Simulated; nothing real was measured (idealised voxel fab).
The following is a process module called voxel transistor to metal.
The width of the displayed cross-section, cut, is 255 nm; its cells are square, with a size of 5 nm.
If you're reading a cross-section in this doc, picture square cells in a grid; it comes to you as bands, top ones listed first down to the bottom, and a band can be one or more rows of cells. It is stipulated that each band's entry specify, in nanometres, the height of the top of the band and then that of its bottom, followed by the materials of the band in left-to-right sequence, each together with its width in nanometres. A single material marked by the word "throughout" is understood to fill the band from edge to edge; the word "empty" is understood to denote empty space. Convention: height 0 is the level below which the wafer, as received, is all one material. The lowest band does not terminate at the bottom but continues downward, represented as "0 down". Width spec "30..40" -> top row of cells at first value, bottom row at second value, equal per-row change in between. Any step labelled "no modifications" changed none of the cells in the cross-section. "Catalogued sealed voids" - sealed voids, min. 8 cells, no opening to top; format: width x height at distance (distance from left edge; nm throughout). It should be noted that, on the line of a given step, the content following the step's settings is a remark produced by the simulator itself with respect to that step. overlay nm: where the mask lay relative to plan, measured to the right, on steps with a mask; negatives go left.

PLAN
1: RECEIVE | material Si
2: CONFORMAL_DEP | material SiO2 | thk nm 5
3: CONFORMAL_DEP | material SiN | thk nm 15
4: MASKED_ETCH | tone cover | mask id ACTIVE | width nm 90 | pitch nm 110 | etch materials SiN | depth nm 15 | overlay nm 0
5: MASKED_ETCH | tone cover | mask id ACTIVE | width nm 90 | pitch nm 110 | etch materials SiO2 | depth nm 5 | overlay nm 0
6: MASKED_ETCH | tone cover | mask id ACTIVE | width nm 90 | pitch nm 110 | etch materials Si | depth nm 25 | overlay nm 0
7: OXIDIZE | depth nm 5
8: FILL_DEP | material SiO2 | thk nm 10
9: CMP | height nm 20
10: SELECTIVE_ETCH | etch materials SiO2 | depth nm 10
11: STRIP | etch materials SiN
12: SELECTIVE_ETCH | etch materials SiO2 | depth nm 5
13: OXIDIZE | depth nm 5
14: DIRECTIONAL_DEP | material polySi | thk nm 25
15: DIRECTIONAL_DEP | material SiCN | thk nm 15
16: PATTERN | tone cover | mask id GATE | material resist | width nm 20 | pitch nm 110 | thk nm 20 | overlay nm 0
17: DIRECTIONAL_ETCH | etch materials SiCN | depth nm 25
18: DIRECTIONAL_ETCH | etch materials polySi | depth nm 35
19: STRIP | etch materials resist
20: CONFORMAL_DEP | material SiN | thk nm 10
21: DIRECTIONAL_ETCH | etch materials SiN | depth nm 10
22: DIRECTIONAL_ETCH | etch materials SiO2 | depth nm 5
23: DIRECTIONAL_ETCH | etch materials Si | depth nm 10
24: EPI | material nSi | thk nm 15
25: FILL_DEP | material SiO2 | thk nm 5
26: CMP | height nm 40
27: DIRECTIONAL_DEP | material SiO2 | thk nm 10
28: PATTERN | tone open | mask id CONTACT | material resist | width nm 15 | pitch nm 55 | thk nm 15 | overlay nm 0
29: DIRECTIONAL_ETCH | etch materials SiO2 | depth nm 50
30: STRIP | etch materials resist
31: CONFORMAL_DEP | material TiN | thk nm 5
32: FILL_DEP | material Ru | thk nm 5
33: CMP | height nm 50
34: DIRECTIONAL_DEP | material TiN | thk nm 5
35: DIRECTIONAL_DEP | material Ru | thk nm 15
36: MASKED_ETCH | tone cover | mask id METAL_1 | width nm 15 | etch materials Ru | depth nm 15 | overlay nm 0
37: MASKED_ETCH | tone cover | mask id METAL_1 | width nm 15 | etch materials TiN | depth nm 5 | overlay nm 0
38: CONFORMAL_DEP | material SiN | thk nm 5
39: FILL_DEP | material SiO2 | thk nm 10
40: CMP | height nm 70
41: CONFORMAL_DEP | material SiCN | thk nm 5
42: DIRECTIONAL_DEP | material SiO2 | thk nm 30
43: MASKED_ETCH | tone open | mask id METAL_2 | width nm 15 | pitch nm 110 | etch materials SiO2 | depth nm 15 | overlay nm 0
44: DIRECTIONAL_DEP | material aC | thk nm 10
45: PATTERN | tone open | mask id METAL_2_HOLES | material resist | width nm 15 | pitch nm 110 | thk nm 30 | overlay nm 0
46: DIRECTIONAL_ETCH | etch materials aC | depth nm 10
47: STRIP | etch materials resist
48: DIRECTIONAL_ETCH | etch materials SiO2 | depth nm 15
49: DIRECTIONAL_ETCH | etch materials SiCN | depth nm 5
50: STRIP | etch materials aC
51: CONFORMAL_DEP | material TiN | thk nm 5
52: FILL_DEP | material Ru | thk nm 5
53: CMP | height nm 105
54: CONFORMAL_DEP | material SiN | thk nm 5
What sets these wafers apart? The width nm at step 28. They all start alike, and the plan carries the first wafer's value.

FIRST OF SEVERAL WAFERS, RECEIVED AFTER STEP 1, IN CROSS-SECTION
    0 down  Si throughout
    Catalogued sealed voids: none

WAFER ROWS, END OF MODULE: CELLS PER MATERIAL GAINED (+) OR LOST (-) SINCE RECEIPT; CLOSED VOIDS LAST
width nm 15, +76 Ru, -178 Si, +69 SiCN, +186 SiN, +747 SiO2, +110 TiN, +72 nSi, +40 polySi, Catalogued sealed voids: none
width nm 20, +92 Ru, -178 Si, +69 SiCN, +186 SiN, +723 SiO2, +118 TiN, +72 nSi, +40 polySi, Catalogued sealed voids: none
width nm 25, +108 Ru, -178 Si, +69 SiCN, +186 SiN, +699 SiO2, +126 TiN, +72 nSi, +40 polySi, Catalogued sealed voids: none
width nm 30, +124 Ru, -178 Si, +69 SiCN, +186 SiN, +677 SiO2, +132 TiN, +72 nSi, +40 polySi, Catalogued sealed voids: none
width nm 35, +140 Ru, -178 Si, +69 SiCN, +186 SiN, +655 SiO2, +138 TiN, +72 nSi, +40 polySi, Catalogued sealed voids: none
width nm 40, +158 Ru, -178 Si, +69 SiCN, +186 SiN, +633 SiO2, +142 TiN, +72 nSi, +40 polySi, Catalogued sealed voids: none
